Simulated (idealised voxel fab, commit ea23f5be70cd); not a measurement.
process module | voxel capacitor over wiring
cross-section cut | 240 nm wide | cells 5 nm
A cross-section is a grid of square cells, given in bands from the top down. A band is one or more rows of cells.
Each band's line starts with the height of the band's top and of its bottom, in nm. Then come its materials from left to right, each with its width in nm. One material with "throughout" fills the band from edge to edge. "air" is empty space.
Height 0 is the level under which the wafer as received is all one material. The lowest band goes on downwards, as in "0 down".
A width such as "30 to 40" changes by the same amount from each row of cells to the next, from the band's top row to its bottom row.
"no change" after a step means that no cell of the cross-section changed.
closed voids: empty space of 8 cells or more with no open way to the top, each as width x height at its distance from the left edge, in nm
after a step's settings: what the simulator itself notes on the step
overlay nm, on a step with a mask: how far to the right of its planned place the mask lay; to the left if negative
plan
1 op RECEIVE | material Si
2 op CONFORMAL_DEP | material SiO2 | thk nm 10
3 op CONFORMAL_DEP | material SiCN | thk nm 5
4 op DIRECTIONAL_DEP | material SiO2 | thk nm 20
5 op DIRECTIONAL_DEP | material aC | thk nm 15
6 op PATTERN | tone open | mask id METAL_1 | material resist | width nm 30 | pitch nm 90 | thk nm 30 | overlay nm 0
7 op DIRECTIONAL_ETCH | etch materials aC | depth nm 15
8 op STRIP | etch materials resist
9 op DIRECTIONAL_ETCH | etch materials SiO2 | depth nm 20
10 op DIRECTIONAL_ETCH | etch materials SiCN | depth nm 5
11 op STRIP | etch materials aC
12 op CONFORMAL_DEP | material TiN | thk nm 5
13 op FILL_DEP | material Cu | thk nm 10
14 op CMP | height nm 35
15 op CONFORMAL_DEP | material SiCN | thk nm 5
16 op DIRECTIONAL_DEP | material lowk | thk nm 20
17 op DIRECTIONAL_DEP | material aC | thk nm 10
18 op PATTERN | tone open | mask id PLUG_1 | material resist | width nm 15 | thk nm 30 | overlay nm 0
19 op DIRECTIONAL_ETCH | etch materials aC | depth nm 10
20 op STRIP | etch materials resist
21 op DIRECTIONAL_ETCH | etch materials lowk | depth nm 20
22 op DIRECTIONAL_ETCH | etch materials SiCN | depth nm 5
23 op STRIP | etch materials aC
24 op EPI | material Ru | thk nm 10
25 op EPI | material Ru | thk nm 10
26 op EPI | material Ru | thk nm 5
27 op DIRECTIONAL_DEP | material TiN | thk nm 10
28 op DIRECTIONAL_DEP | material HfO2 | thk nm 5
29 op DIRECTIONAL_DEP | material TiN | thk nm 10
30 op PATTERN | tone cover | mask id UPPER_PLATE | material resist | width nm 65 | thk nm 20 | overlay nm 0
31 op DIRECTIONAL_ETCH | etch materials TiN | depth nm 10
32 op DIRECTIONAL_ETCH | etch materials HfO2 | depth nm 5
33 op STRIP | etch materials resist
34 op DIRECTIONAL_DEP | material aC | thk nm 10
35 op PATTERN | tone cover | mask id LOWER_PLATE | material resist | width nm 75 | thk nm 25 | overlay nm 0
36 op DIRECTIONAL_ETCH | etch materials aC | depth nm 10
37 op STRIP | etch materials resist
38 op DIRECTIONAL_ETCH | etch materials TiN | depth nm 10
39 op STRIP | etch materials aC
40 op FILL_DEP | material SiO2 | thk nm 20
41 op CMP | height nm 100
42 op DIRECTIONAL_DEP | material aC | thk nm 10
43 op PATTERN | tone open | mask id PLUG_2 | material resist | width nm 15 | thk nm 25 | overlay nm 0
44 op DIRECTIONAL_ETCH | etch materials aC | depth nm 10
45 op STRIP | etch materials resist
46 op DIRECTIONAL_ETCH | etch materials SiO2 | depth nm 15
47 op STRIP | etch materials aC
48 op CONFORMAL_DEP | material TiN | thk nm 5
49 op FILL_DEP | material Cu | thk nm 5
50 op CMP | height nm 100
51 op CONFORMAL_DEP | material SiCN | thk nm 5
first wafer, as planned
as received, after step 1
  0 down: Si throughout
  closed voids: none
after step 2
  10 to 0: SiO2 throughout
  below 0: unchanged
after step 3
  15 to 10: SiCN throughout
  below 10: unchanged
after step 4
  35 to 15: SiO2 throughout
  below 15: unchanged
after step 5
  50 to 35: aC throughout
  below 35: unchanged
after step 6
  80 to 50: resist 60 | air 30 | resist 60 | air 30 | resist 60
  below 50: unchanged
after step 7
  65 to 50: resist 60 | air 30 | resist 60 | air 30 | resist 60
  50 to 35: aC 60 | air 30 | aC 60 | air 30 | aC 60
  below 35: unchanged
after step 8
  50 to 35: aC 60 | air 30 | aC 60 | air 30 | aC 60
  below 35: unchanged
after step 9
  50 to 35: aC 60 | air 30 | aC 60 | air 30 | aC 60
  35 to 15: SiO2 60 | air 30 | SiO2 60 | air 30 | SiO2 60
  below 15: unchanged
after step 10
  50 to 35: aC 60 | air 30 | aC 60 | air 30 | aC 60
  35 to 15: SiO2 60 | air 30 | SiO2 60 | air 30 | SiO2 60
  15 to 10: SiCN 60 | air 30 | SiCN 60 | air 30 | SiCN 60
  below 10: unchanged
after step 11
  35 to 15: SiO2 60 | air 30 | SiO2 60 | air 30 | SiO2 60
  below 15: unchanged
after step 12
  40 to 35: TiN 65 | air 20 | TiN 70 | air 20 | TiN 65
  35 to 15: SiO2 60 | TiN 5 | air 20 | TiN 5 | SiO2 60 | TiN 5 | air 20 | TiN 5 | SiO2 60
  15 to 10: SiCN 60 | TiN 30 | SiCN 60 | TiN 30 | SiCN 60
  below 10: unchanged
after step 13
  50 to 40: Cu throughout
  40 to 35: TiN 65 | Cu 20 | TiN 70 | Cu 20 | TiN 65
  35 to 15: SiO2 60 | TiN 5 | Cu 20 | TiN 5 | SiO2 60 | TiN 5 | Cu 20 | TiN 5 | SiO2 60
  below 15: unchanged
after step 14
  35 to 15: SiO2 60 | TiN 5 | Cu 20 | TiN 5 | SiO2 60 | TiN 5 | Cu 20 | TiN 5 | SiO2 60
  below 15: unchanged
after step 15
  40 to 35: SiCN throughout
  below 35: unchanged
after step 16
  60 to 40: lowk throughout
  below 40: unchanged
after step 17
  70 to 60: aC throughout
  below 60: unchanged
after step 18
  100 to 70: resist 75 | air 15 | resist 150
  below 70: unchanged
after step 19
  90 to 70: resist 75 | air 15 | resist 150
  70 to 60: aC 75 | air 15 | aC 150
  below 60: unchanged
after step 20
  70 to 60: aC 75 | air 15 | aC 150
  below 60: unchanged
after step 21
  70 to 60: aC 75 | air 15 | aC 150
  60 to 40: lowk 75 | air 15 | lowk 150
  below 40: unchanged
after step 22
  70 to 60: aC 75 | air 15 | aC 150
  60 to 40: lowk 75 | air 15 | lowk 150
  40 to 35: SiCN 75 | air 15 | SiCN 150
  below 35: unchanged
after step 23
  60 to 40: lowk 75 | air 15 | lowk 150
  below 40: unchanged
after step 24
  60 to 45: lowk 75 | air 15 | lowk 150
  45 to 40: lowk 75 | Ru 15 | lowk 150
  40 to 35: SiCN 75 | Ru 15 | SiCN 150
  below 35: unchanged
after step 25
  60 to 55: lowk 75 | air 15 | lowk 150
  55 to 40: lowk 75 | Ru 15 | lowk 150
  below 40: unchanged
after step 26
  60 to 40: lowk 75 | Ru 15 | lowk 150
  below 40: unchanged
after step 27
  70 to 60: TiN throughout
  below 60: unchanged
after step 28
  75 to 70: HfO2 throughout
  below 70: unchanged
after step 29
  85 to 75: TiN throughout
  below 75: unchanged
after step 30
  105 to 85: air 75 | resist 65 | air 100
  below 85: unchanged
after step 31
  105 to 85: air 75 | resist 65 | air 100
  85 to 75: air 75 | TiN 65 | air 100
  below 75: unchanged
after step 32
  105 to 85: air 75 | resist 65 | air 100
  85 to 75: air 75 | TiN 65 | air 100
  75 to 70: air 75 | HfO2 65 | air 100
  below 70: unchanged
after step 33
  85 to 75: air 75 | TiN 65 | air 100
  below 75: unchanged
after step 34
  95 to 85: air 75 | aC 65 | air 100
  85 to 80: air 75 | TiN 65 | air 100
  80 to 75: aC 75 | TiN 65 | aC 100
  75 to 70: aC 75 | HfO2 65 | aC 100
  below 70: unchanged
after step 35
  120 to 95: air 70 | resist 75 | air 95
  95 to 85: air 70 | resist 5 | aC 65 | resist 5 | air 95
  85 to 80: air 70 | resist 5 | TiN 65 | resist 5 | air 95
  below 80: unchanged
after step 36
  110 to 95: air 70 | resist 75 | air 95
  95 to 85: air 70 | resist 5 | aC 65 | resist 5 | air 95
  85 to 80: air 70 | resist 5 | TiN 65 | resist 5 | air 95
  80 to 75: air 70 | aC 5 | TiN 65 | aC 5 | air 95
  75 to 70: air 70 | aC 5 | HfO2 65 | aC 5 | air 95
  below 70: unchanged
after step 37
  95 to 85: air 75 | aC 65 | air 100
  85 to 80: air 75 | TiN 65 | air 100
  below 80: unchanged
after step 38
  95 to 85: air 75 | aC 65 | air 100
  85 to 80: air 75 | TiN 65 | air 100
  80 to 75: air 70 | aC 5 | TiN 65 | aC 5 | air 95
  75 to 70: air 70 | aC 5 | HfO2 65 | aC 5 | air 95
  70 to 60: air 70 | TiN 75 | air 95
  below 60: unchanged
after step 39
  85 to 75: air 75 | TiN 65 | air 100
  75 to 70: air 75 | HfO2 65 | air 100
  below 70: unchanged
after step 40
  105 to 85: SiO2 throughout
  85 to 75: SiO2 75 | TiN 65 | SiO2 100
  75 to 70: SiO2 75 | HfO2 65 | SiO2 100
  70 to 60: SiO2 70 | TiN 75 | SiO2 95
  below 60: unchanged
after step 41
  100 to 85: SiO2 throughout
  below 85: unchanged
after step 42
  110 to 100: aC throughout
  below 100: unchanged
after step 43
  135 to 110: resist 85 | air 15 | resist 140
  below 110: unchanged
after step 44
  125 to 110: resist 85 | air 15 | resist 140
  110 to 100: aC 85 | air 15 | aC 140
  below 100: unchanged
after step 45
  110 to 100: aC 85 | air 15 | aC 140
  below 100: unchanged
after step 46
  110 to 100: aC 85 | air 15 | aC 140
  100 to 85: SiO2 85 | air 15 | SiO2 140
  below 85: unchanged
after step 47
  100 to 85: SiO2 85 | air 15 | SiO2 140
  below 85: unchanged
after step 48
  105 to 100: TiN 90 | air 5 | TiN 145
  100 to 90: SiO2 85 | TiN 5 | air 5 | TiN 5 | SiO2 140
  90 to 85: SiO2 85 | TiN 15 | SiO2 140
  below 85: unchanged
after step 49
  110 to 105: Cu throughout
  105 to 100: TiN 90 | Cu 5 | TiN 145
  100 to 90: SiO2 85 | TiN 5 | Cu 5 | TiN 5 | SiO2 140
  below 90: unchanged
after step 50
  100 to 90: SiO2 85 | TiN 5 | Cu 5 | TiN 5 | SiO2 140
  below 90: unchanged
after step 51
  105 to 100: SiCN throughout
  below 100: unchanged
second wafer: like start, like plan, one mistake. Through step 23 it matches the first wafer
when step 25 should have ended
  65 to 60: air 70 | Ru 25 | air 145
  60 to 40: lowk 75 | Ru 15 | lowk 150
  40 to 35: SiCN 75 | Ru 15 | SiCN 150
  below 35: unchanged
when step 26 should have ended
  70 to 60: air 65 | Ru 35 | air 140
  below 60: unchanged
when step 27 should have ended
  80 to 70: air 65 | TiN 35 | air 140
  70 to 60: TiN 65 | Ru 35 | TiN 140
  below 60: unchanged
when step 28 should have ended
  85 to 80: air 65 | HfO2 35 | air 140
  80 to 75: air 65 | TiN 35 | air 140
  75 to 70: HfO2 65 | TiN 35 | HfO2 140
  below 70: unchanged
when step 29 should have ended
  95 to 85: air 65 | TiN 35 | air 140
  85 to 80: TiN 65 | HfO2 35 | TiN 140
  80 to 75: TiN throughout
  below 75: unchanged
when step 30 should have ended
  115 to 95: air 75 | resist 65 | air 100
  95 to 85: air 65 | TiN 35 | resist 40 | air 100
  below 85: unchanged
when step 31 should have ended
  115 to 95: air 75 | resist 65 | air 100
  95 to 85: air 75 | TiN 25 | resist 40 | air 100
  85 to 80: air 65 | HfO2 35 | TiN 40 | air 100
  80 to 75: air 65 | TiN 75 | air 100
  below 75: unchanged
when step 32 should have ended
  115 to 95: air 75 | resist 65 | air 100
  95 to 85: air 75 | TiN 25 | resist 40 | air 100
  85 to 80: air 75 | HfO2 25 | TiN 40 | air 100
  80 to 75: air 65 | TiN 75 | air 100
  75 to 70: air 65 | TiN 35 | HfO2 40 | air 100
  below 70: unchanged
when step 33 should have ended
  95 to 85: air 75 | TiN 25 | air 140
  below 85: unchanged
when step 34 should have ended
  105 to 95: air 75 | aC 25 | air 140
  95 to 90: air 75 | TiN 25 | aC 40 | air 100
  90 to 85: air 65 | aC 10 | TiN 25 | aC 40 | air 100
  85 to 80: air 65 | aC 10 | HfO2 25 | TiN 40 | air 100
  80 to 75: aC 65 | TiN 75 | aC 100
  75 to 70: aC 65 | TiN 35 | HfO2 40 | aC 100
  below 70: unchanged
when step 35 should have ended
  130 to 105: air 70 | resist 75 | air 95
  105 to 95: air 70 | resist 5 | aC 25 | resist 45 | air 95
  95 to 90: air 70 | resist 5 | TiN 25 | aC 40 | resist 5 | air 95
  90 to 85: air 65 | aC 10 | TiN 25 | aC 40 | resist 5 | air 95
  85 to 80: air 65 | aC 10 | HfO2 25 | TiN 40 | resist 5 | air 95
  below 80: unchanged
when step 36 should have ended
  120 to 105: air 70 | resist 75 | air 95
  105 to 95: air 70 | resist 5 | aC 25 | resist 45 | air 95
  95 to 90: air 70 | resist 5 | TiN 25 | aC 40 | resist 5 | air 95
  90 to 85: air 70 | aC 5 | TiN 25 | aC 40 | resist 5 | air 95
  85 to 80: air 70 | aC 5 | HfO2 25 | TiN 40 | resist 5 | air 95
  80 to 75: air 65 | TiN 75 | aC 5 | air 95
  75 to 70: air 65 | TiN 35 | HfO2 40 | aC 5 | air 95
  below 70: unchanged
when step 37 should have ended
  105 to 95: air 75 | aC 25 | air 140
  95 to 90: air 75 | TiN 25 | aC 40 | air 100
  90 to 85: air 70 | aC 5 | TiN 25 | aC 40 | air 100
  85 to 80: air 70 | aC 5 | HfO2 25 | TiN 40 | air 100
  below 80: unchanged
when step 38 should have ended
  105 to 95: air 75 | aC 25 | air 140
  95 to 90: air 75 | TiN 25 | aC 40 | air 100
  90 to 85: air 70 | aC 5 | TiN 25 | aC 40 | air 100
  85 to 80: air 70 | aC 5 | HfO2 25 | TiN 40 | air 100
  80 to 75: air 70 | TiN 70 | aC 5 | air 95
  75 to 70: air 70 | TiN 30 | HfO2 40 | aC 5 | air 95
  70 to 60: air 65 | Ru 35 | TiN 45 | air 95
  below 60: unchanged
when step 39 should have ended
  95 to 85: air 75 | TiN 25 | air 140
  85 to 80: air 75 | HfO2 25 | TiN 40 | air 100
  80 to 75: air 70 | TiN 70 | air 100
  75 to 70: air 70 | TiN 30 | HfO2 40 | air 100
  below 70: unchanged
when step 40 should have ended
  115 to 95: SiO2 throughout
  95 to 85: SiO2 75 | TiN 25 | SiO2 140
  85 to 80: SiO2 75 | HfO2 25 | TiN 40 | SiO2 100
  80 to 75: SiO2 70 | TiN 70 | SiO2 100
  75 to 70: SiO2 70 | TiN 30 | HfO2 40 | SiO2 100
  70 to 60: SiO2 65 | Ru 35 | TiN 45 | SiO2 95
  below 60: unchanged
when step 41 should have ended
  100 to 95: SiO2 throughout
  below 95: unchanged
when step 42 should have ended
  110 to 100: aC throughout
  below 100: unchanged
when step 43 should have ended
  135 to 110: resist 85 | air 15 | resist 140
  below 110: unchanged
when step 44 should have ended
  125 to 110: resist 85 | air 15 | resist 140
  110 to 100: aC 85 | air 15 | aC 140
  below 100: unchanged
when step 45 should have ended
  110 to 100: aC 85 | air 15 | aC 140
  below 100: unchanged
when step 46 should have ended
  110 to 100: aC 85 | air 15 | aC 140
  100 to 95: SiO2 85 | air 15 | SiO2 140
  below 95: unchanged
when step 47 should have ended
  100 to 95: SiO2 85 | air 15 | SiO2 140
  below 95: unchanged
when step 48 should have ended
  105 to 100: TiN 90 | air 5 | TiN 145
  100 to 95: SiO2 85 | TiN 15 | SiO2 140
  below 95: unchanged
when step 49 should have ended
  110 to 105: Cu throughout
  105 to 100: TiN 90 | Cu 5 | TiN 145
  below 100: unchanged
when step 50 should have ended
  100 to 95: SiO2 85 | TiN 15 | SiO2 140
  below 95: unchanged
when step 51 should have ended
  105 to 100: SiCN throughout
  below 100: unchanged
what went wrong: one of the steps 24 and 25, which are alike, was run twice
at the end the second wafer has, in cells: 2 fewer of Cu | 14 more of Ru | 8 fewer of SiO2 | 4 fewer of TiN
